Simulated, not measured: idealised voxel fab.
process module | voxel trench capacitor
cross-section cut | 225 nm wide | cells 5 nm
A cross-section is a grid of square cells, given in bands from the top down. A band is one or more rows of cells.
Each band's line starts with the height of the band's top and of its bottom, in nm. Then come its materials from left to right, each with its width in nm. One material with "throughout" fills the band from edge to edge. "air" is empty space.
Height 0 is the level under which the wafer as received is all one material. The lowest band goes on downwards, as in "0 down".
A width such as "30 to 40" changes by the same amount from each row of cells to the next, from the band's top row to its bottom row.
"no change" after a step means that no cell of the cross-section changed.
closed voids: empty space of 8 cells or more with no open way to the top, each as width x height at its distance from the left edge, in nm
after a step's settings: what the simulator itself notes on the step
overlay nm, on a step with a mask: how far to the right of its planned place the mask lay; to the left if negative
plan
1 op RECEIVE | material Si
2 op CONFORMAL_DEP | material SiN | thk nm 5
3 op MASKED_ETCH | tone open | mask id TRENCH | width nm 25 | pitch nm 50 | etch materials SiN | depth nm 5 | overlay nm 0
4 op MASKED_ETCH | tone open | mask id TRENCH | width nm 25 | pitch nm 50 | etch materials Si | depth nm 40 | overlay nm 0
5 op CONFORMAL_DEP | material HfO2 | thk nm 5
6 op CONFORMAL_DEP | material TiN | thk nm 5
7 op FILL_DEP | material W | thk nm 5
8 op CMP | height nm 5
as received, after step 1
  0 down: Si throughout
  closed voids: none
a wafer at the end: this start, this plan, one mistake
  5 to 0: SiN 25 | HfO2 5 | TiN 5 | W 5 | TiN 5 | HfO2 5 | SiN 25 | HfO2 5 | TiN 5 | W 5 | TiN 5 | HfO2 5 | SiN 25 | HfO2 5 | TiN 5 | W 5 | TiN 5 | HfO2 5 | SiN 25 | HfO2 5 | TiN 5 | W 5 | TiN 5 | HfO2 5 | SiN 25
  0 to -35: Si 25 | HfO2 5 | TiN 5 | W 5 | TiN 5 | HfO2 5 | Si 25 | HfO2 5 | TiN 5 | W 5 | TiN 5 | HfO2 5 | Si 25 | HfO2 5 | TiN 5 | W 5 | TiN 5 | HfO2 5 | Si 25 | HfO2 5 | TiN 5 | W 5 | TiN 5 | HfO2 5 | Si 25
  -35 to -40: Si 25 | HfO2 5 | TiN 15 | HfO2 5 | Si 25 | HfO2 5 | TiN 15 | HfO2 5 | Si 25 | HfO2 5 | TiN 15 | HfO2 5 | Si 25 | HfO2 5 | TiN 15 | HfO2 5 | Si 25
  -40 to -45: Si 25 | HfO2 25 | Si 25 | HfO2 25 | Si 25 | HfO2 25 | Si 25 | HfO2 25 | Si 25
  -45 down: Si throughout
  closed voids: none
what went wrong: step 4 ran as: op MASKED_ETCH | tone open | mask id TRENCH | width nm 25 | pitch nm 50 | etch materials Si | depth nm 45 | overlay nm 0
